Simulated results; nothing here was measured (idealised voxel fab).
Process module under the name voxel capacitor over wiring
For reference, the cross-section in this document is cut, with width 250 nm and square cells of 5 nm.
Cross-section spec: square-cell grid; bands listed top down; each band is one or more rows.
The entry gives the band's vertical extent as a top height and a bottom height in nm, then its horizontal make-up as materials from left to right, each with a width in nm. "blank" stands for empty space; a single material marked "full width" fills the band edge to edge.
Heights are expressed relative to 0, this being the level below which the as-received wafer comprises one material exclusively. The lowest band is unbounded in the downward direction and is denoted as in "0 nm and below".
Note: "30 to 40" means the width goes from the first number (top row of the band) to the second number (bottom row) in equal steps per row of cells.
"changes: none" after a step means that no cell of the cross-section changed.
"Voids lacking openings" contains a list of empty spaces, each no smaller than 8 cells and without an open way to the top, written in the form width x height at distance with the distance from the left edge and all three in nm.
If you see something after the settings on a step's line, that's the simulator's own remark about that step.
"overlay nm" on a masked step: distance the mask lay right of its planned place, negative for left.

SET OUT BELOW ARE THE PLANNED STEPS OF THE PROCESS
1 RECEIVE | material Si
2 CONFORMAL_DEP | material SiO2 | thk nm 10
3 DIRECTIONAL_DEP | material TiN | thk nm 5
4 DIRECTIONAL_DEP | material W | thk nm 15
5 DIRECTIONAL_DEP | material aC | thk nm 10
6 PATTERN | tone cover | mask id METAL_1 | material resist | width nm 25 | pitch nm 90 | thk nm 25 | overlay nm 0
7 DIRECTIONAL_ETCH | etch materials aC | depth nm 10
8 STRIP | etch materials resist
9 DIRECTIONAL_ETCH | etch materials W | depth nm 15
10 DIRECTIONAL_ETCH | etch materials TiN | depth nm 5
11 STRIP | etch materials aC
12 CONFORMAL_DEP | material SiCN | thk nm 5
13 FILL_DEP | material SiO2 | thk nm 5
14 CMP | height nm 30
15 CONFORMAL_DEP | material SiCN | thk nm 5
16 DIRECTIONAL_DEP | material SiO2 | thk nm 15
17 MASKED_ETCH | tone open | mask id PLUG_1 | width nm 15 | etch materials SiO2 | depth nm 15 | overlay nm 0
18 MASKED_ETCH | tone open | mask id PLUG_1 | width nm 15 | etch materials SiCN | depth nm 5 | overlay nm 0
19 EPI | material Ru | thk nm 10
20 EPI | material Ru | thk nm 10
21 DIRECTIONAL_DEP | material TiN | thk nm 10
22 DIRECTIONAL_DEP | material SiN | thk nm 5
23 DIRECTIONAL_DEP | material TiN | thk nm 10
24 MASKED_ETCH | tone cover | mask id UPPER_PLATE | width nm 70 | etch materials TiN | depth nm 10 | overlay nm 0
25 MASKED_ETCH | tone cover | mask id UPPER_PLATE | width nm 70 | etch materials SiN | depth nm 5 | overlay nm 0
26 PATTERN | tone cover | mask id LOWER_PLATE | material resist | width nm 80 | thk nm 20 | overlay nm 0
27 DIRECTIONAL_ETCH | etch materials TiN | depth nm 10
28 STRIP | etch materials resist
29 FILL_DEP | material SiO2 | thk nm 20
30 CMP | height nm 90
31 DIRECTIONAL_DEP | material aC | thk nm 15
32 PATTERN | tone open | mask id PLUG_2 | material resist | width nm 15 | thk nm 30 | overlay nm 0
33 DIRECTIONAL_ETCH | etch materials aC | depth nm 15
34 STRIP | etch materials resist
35 DIRECTIONAL_ETCH | etch materials SiO2 | depth nm 15
36 STRIP | etch materials aC
37 CONFORMAL_DEP | material TiN | thk nm 5
38 FILL_DEP | material Ru | thk nm 5
39 CMP | height nm 90
40 CONFORMAL_DEP | material SiCN | thk nm 5

CROSS-SECTION OF THE INCOMING WAFER, STATE AFTER STEP 1
  0 nm and below  Si full width
  Voids lacking openings: none

MODULE COMPLETE, CROSS-SECTION. STARTING POINT AND PLAN PER ABOVE. ONE MISTAKE MADE IN RUNNING THE MODULE
  95 nm to 90 nm  SiCN full width
  90 nm to 85 nm  SiO2 75, then TiN 70, then SiO2 105
  85 nm to 80 nm  SiO2 75, then SiN 70, then SiO2 105
  80 nm to 70 nm  SiO2 70, then TiN 80, then SiO2 100
  70 nm to 35 nm  Ru full width
  35 nm to 30 nm  SiCN full width
  30 nm to 15 nm  SiO2 60, then SiCN 5, then W 25, then SiCN 5, then SiO2 55, then SiCN 5, then W 25, then SiCN 5, then SiO2 65
  15 nm to 10 nm  SiCN 65, then TiN 25, then SiCN 65, then TiN 25, then SiCN 70
  10 nm to 0 nm  SiO2 full width
  0 nm and below  Si full width
  Voids lacking openings: none
It is concluded that the wafer was processed incorrectly with respect to the plan, in that not per plan at step 16, really ran DIRECTIONAL_DEP | material Ru | thk nm 15
